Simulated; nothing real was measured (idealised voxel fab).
process module | voxel capacitor over wiring
cross-section cut | 260 nm wide | cells 5 nm
A cross-section is a grid of square cells, given in bands from the top down. A band is one or more rows of cells.
Each band's line starts with the height of the band's top and of its bottom, in nm. Then come its materials from left to right, each with its width in nm. One material with "throughout" fills the band from edge to edge. "air" is empty space.
Height 0 is the level under which the wafer as received is all one material. The lowest band goes on downwards, as in "0 down".
A width such as "30 to 40" changes by the same amount from each row of cells to the next, from the band's top row to its bottom row.
"no change" after a step means that no cell of the cross-section changed.
closed voids: empty space of 8 cells or more with no open way to the top, each as width x height at its distance from the left edge, in nm
after a step's settings: what the simulator itself notes on the step
overlay nm, on a step with a mask: how far to the right of its planned place the mask lay; to the left if negative
plan
1 op RECEIVE | material Si
2 op CONFORMAL_DEP | material SiO2 | thk nm 15
3 op DIRECTIONAL_DEP | material TiN | thk nm 5
4 op DIRECTIONAL_DEP | material Ru | thk nm 25
5 op PATTERN | tone cover | mask id METAL_1 | material resist | width nm 25 | pitch nm 95 | thk nm 15 | overlay nm 0
6 op DIRECTIONAL_ETCH | etch materials Ru | depth nm 25
7 op DIRECTIONAL_ETCH | etch materials TiN | depth nm 5
8 op STRIP | etch materials resist
9 op FILL_DEP | material SiO2 | thk nm 5
10 op CMP | height nm 45
11 op CONFORMAL_DEP | material SiCN | thk nm 5
12 op DIRECTIONAL_DEP | material SiO2 | thk nm 10
13 op DIRECTIONAL_DEP | material aC | thk nm 10
14 op PATTERN | tone open | mask id PLUG_1 | material resist | width nm 15 | thk nm 25 | overlay nm 0
15 op DIRECTIONAL_ETCH | etch materials aC | depth nm 10
16 op STRIP | etch materials resist
17 op DIRECTIONAL_ETCH | etch materials SiO2 | depth nm 10
18 op DIRECTIONAL_ETCH | etch materials SiCN | depth nm 5
19 op STRIP | etch materials aC
20 op EPI | material Ru | thk nm 10
21 op EPI | material Ru | thk nm 5
22 op DIRECTIONAL_DEP | material TiN | thk nm 5
23 op DIRECTIONAL_DEP | material Al2O3 | thk nm 5
24 op DIRECTIONAL_DEP | material TiN | thk nm 5
25 op MASKED_ETCH | tone cover | mask id UPPER_PLATE | width nm 75 | etch materials TiN | depth nm 5 | overlay nm 0
26 op MASKED_ETCH | tone cover | mask id UPPER_PLATE | width nm 75 | etch materials Al2O3 | depth nm 5 | overlay nm 0
27 op DIRECTIONAL_DEP | material aC | thk nm 15
28 op PATTERN | tone cover | mask id LOWER_PLATE | material resist | width nm 85 | thk nm 30 | overlay nm 0
29 op DIRECTIONAL_ETCH | etch materials aC | depth nm 15
30 op STRIP | etch materials resist
31 op DIRECTIONAL_ETCH | etch materials TiN | depth nm 5
32 op STRIP | etch materials aC
33 op FILL_DEP | material SiO2 | thk nm 15
34 op CMP | height nm 85
35 op MASKED_ETCH | tone open | mask id PLUG_2 | width nm 15 | etch materials SiO2 | depth nm 10 | overlay nm 0
36 op CONFORMAL_DEP | material TiN | thk nm 5
37 op FILL_DEP | material W | thk nm 5
38 op CMP | height nm 85
39 op CONFORMAL_DEP | material SiN | thk nm 5
first wafer, as planned
as received, after step 1
  0 down: Si throughout
  closed voids: none
after step 2
  15 to 0: SiO2 throughout
  below 0: unchanged
after step 3
  20 to 15: TiN throughout
  below 15: unchanged
after step 4
  45 to 20: Ru throughout
  below 20: unchanged
after step 5
  60 to 45: air 70 | resist 25 | air 70 | resist 25 | air 70
  below 45: unchanged
after step 6
  60 to 45: air 70 | resist 25 | air 70 | resist 25 | air 70
  45 to 20: air 70 | Ru 25 | air 70 | Ru 25 | air 70
  below 20: unchanged
after step 7
  60 to 45: air 70 | resist 25 | air 70 | resist 25 | air 70
  45 to 20: air 70 | Ru 25 | air 70 | Ru 25 | air 70
  20 to 15: air 70 | TiN 25 | air 70 | TiN 25 | air 70
  below 15: unchanged
after step 8
  45 to 20: air 70 | Ru 25 | air 70 | Ru 25 | air 70
  below 20: unchanged
after step 9
  50 to 45: SiO2 throughout
  45 to 20: SiO2 70 | Ru 25 | SiO2 70 | Ru 25 | SiO2 70
  20 to 15: SiO2 70 | TiN 25 | SiO2 70 | TiN 25 | SiO2 70
  below 15: unchanged
after step 10
  45 to 20: SiO2 70 | Ru 25 | SiO2 70 | Ru 25 | SiO2 70
  below 20: unchanged
after step 11
  50 to 45: SiCN throughout
  below 45: unchanged
after step 12
  60 to 50: SiO2 throughout
  below 50: unchanged
after step 13
  70 to 60: aC throughout
  below 60: unchanged
after step 14
  95 to 70: resist 80 | air 15 | resist 165
  below 70: unchanged
after step 15
  85 to 70: resist 80 | air 15 | resist 165
  70 to 60: aC 80 | air 15 | aC 165
  below 60: unchanged
after step 16
  70 to 60: aC 80 | air 15 | aC 165
  below 60: unchanged
after step 17
  70 to 60: aC 80 | air 15 | aC 165
  60 to 50: SiO2 80 | air 15 | SiO2 165
  below 50: unchanged
after step 18
  70 to 60: aC 80 | air 15 | aC 165
  60 to 50: SiO2 80 | air 15 | SiO2 165
  50 to 45: SiCN 80 | air 15 | SiCN 165
  below 45: unchanged
after step 19
  60 to 50: SiO2 80 | air 15 | SiO2 165
  below 50: unchanged
after step 20
  60 to 55: SiO2 80 | air 15 | SiO2 165
  55 to 50: SiO2 80 | Ru 15 | SiO2 165
  50 to 45: SiCN 80 | Ru 15 | SiCN 165
  below 45: unchanged
after step 21
  60 to 50: SiO2 80 | Ru 15 | SiO2 165
  below 50: unchanged
after step 22
  65 to 60: TiN throughout
  below 60: unchanged
after step 23
  70 to 65: Al2O3 throughout
  below 65: unchanged
after step 24
  75 to 70: TiN throughout
  below 70: unchanged
after step 25
  75 to 70: air 80 | TiN 75 | air 105
  below 70: unchanged
after step 26
  75 to 70: air 80 | TiN 75 | air 105
  70 to 65: air 80 | Al2O3 75 | air 105
  below 65: unchanged
after step 27
  90 to 80: air 80 | aC 75 | air 105
  80 to 75: aC throughout
  75 to 70: aC 80 | TiN 75 | aC 105
  70 to 65: aC 80 | Al2O3 75 | aC 105
  below 65: unchanged
after step 28
  120 to 90: air 75 | resist 85 | air 100
  90 to 80: air 75 | resist 5 | aC 75 | resist 5 | air 100
  below 80: unchanged
after step 29
  105 to 90: air 75 | resist 85 | air 100
  90 to 80: air 75 | resist 5 | aC 75 | resist 5 | air 100
  80 to 75: air 75 | aC 85 | air 100
  75 to 70: air 75 | aC 5 | TiN 75 | aC 5 | air 100
  70 to 65: air 75 | aC 5 | Al2O3 75 | aC 5 | air 100
  below 65: unchanged
after step 30
  90 to 80: air 80 | aC 75 | air 105
  below 80: unchanged
after step 31
  90 to 80: air 80 | aC 75 | air 105
  80 to 75: air 75 | aC 85 | air 100
  75 to 70: air 75 | aC 5 | TiN 75 | aC 5 | air 100
  70 to 65: air 75 | aC 5 | Al2O3 75 | aC 5 | air 100
  65 to 60: air 75 | TiN 85 | air 100
  below 60: unchanged
after step 32
  75 to 70: air 80 | TiN 75 | air 105
  70 to 65: air 80 | Al2O3 75 | air 105
  below 65: unchanged
after step 33
  90 to 75: SiO2 throughout
  75 to 70: SiO2 80 | TiN 75 | SiO2 105
  70 to 65: SiO2 80 | Al2O3 75 | SiO2 105
  65 to 60: SiO2 75 | TiN 85 | SiO2 100
  below 60: unchanged
after step 34
  85 to 75: SiO2 throughout
  below 75: unchanged
after step 35
  85 to 75: SiO2 90 | air 15 | SiO2 155
  below 75: unchanged
after step 36
  90 to 85: TiN 95 | air 5 | TiN 160
  85 to 80: SiO2 90 | TiN 5 | air 5 | TiN 5 | SiO2 155
  80 to 70: SiO2 90 to 80 | TiN 15 to 75 | SiO2 155 to 105
  below 70: unchanged
after step 37
  95 to 90: W throughout
  90 to 85: TiN 95 | W 5 | TiN 160
  85 to 80: SiO2 90 | TiN 5 | W 5 | TiN 5 | SiO2 155
  below 80: unchanged
after step 38
  85 to 80: SiO2 90 | TiN 5 | W 5 | TiN 5 | SiO2 155
  below 80: unchanged
after step 39
  90 to 85: SiN throughout
  below 85: unchanged
second wafer: like start, like plan, one mistake. Through step 24 it matches the first wafer
when step 25 should have ended
  75 to 70: TiN 80 | air 75 | TiN 105
  below 70: unchanged
when step 26 should have ended: no change
when step 27 should have ended
  90 to 85: aC 80 | air 75 | aC 105
  85 to 75: aC throughout
  75 to 70: TiN 80 | aC 75 | TiN 105
  below 70: unchanged
when step 28 should have ended
  120 to 90: air 75 | resist 85 | air 100
  90 to 85: aC 80 | resist 75 | aC 105
  below 85: unchanged
when step 29 should have ended
  105 to 90: air 75 | resist 85 | air 100
  90 to 85: air 75 | aC 5 | resist 75 | aC 5 | air 100
  85 to 75: air 75 | aC 85 | air 100
  below 75: unchanged
when step 30 should have ended
  90 to 85: air 75 | aC 5 | air 75 | aC 5 | air 100
  below 85: unchanged
when step 31 should have ended
  90 to 85: air 75 | aC 5 | air 75 | aC 5 | air 100
  85 to 75: air 75 | aC 85 | air 100
  75 to 70: air 75 | TiN 5 | aC 75 | TiN 5 | air 100
  below 70: unchanged
when step 32 should have ended
  75 to 70: air 75 | TiN 5 | air 75 | TiN 5 | air 100
  below 70: unchanged
when step 33 should have ended
  90 to 75: SiO2 throughout
  75 to 70: SiO2 75 | TiN 5 | SiO2 75 | TiN 5 | SiO2 100
  below 70: unchanged
when step 34 should have ended
  85 to 75: SiO2 throughout
  below 75: unchanged
when step 35 should have ended
  85 to 75: SiO2 90 | air 15 | SiO2 155
  below 75: unchanged
when step 36 should have ended
  90 to 85: TiN 95 | air 5 | TiN 160
  85 to 80: SiO2 90 | TiN 5 | air 5 | TiN 5 | SiO2 155
  80 to 75: SiO2 90 | TiN 15 | SiO2 155
  below 75: unchanged
when step 37 should have ended
  95 to 90: W throughout
  90 to 85: TiN 95 | W 5 | TiN 160
  85 to 80: SiO2 90 | TiN 5 | W 5 | TiN 5 | SiO2 155
  below 80: unchanged
when step 38 should have ended
  85 to 80: SiO2 90 | TiN 5 | W 5 | TiN 5 | SiO2 155
  below 80: unchanged
when step 39 should have ended
  90 to 85: SiN throughout
  below 85: unchanged
what went wrong: step 25 ran as: op MASKED_ETCH | tone open | mask id UPPER_PLATE | width nm 75 | etch materials TiN | depth nm 5 | overlay nm 0
at the end the second wafer has, in cells: 37 more of Al2O3 | 59 fewer of SiO2 | 22 more of TiN
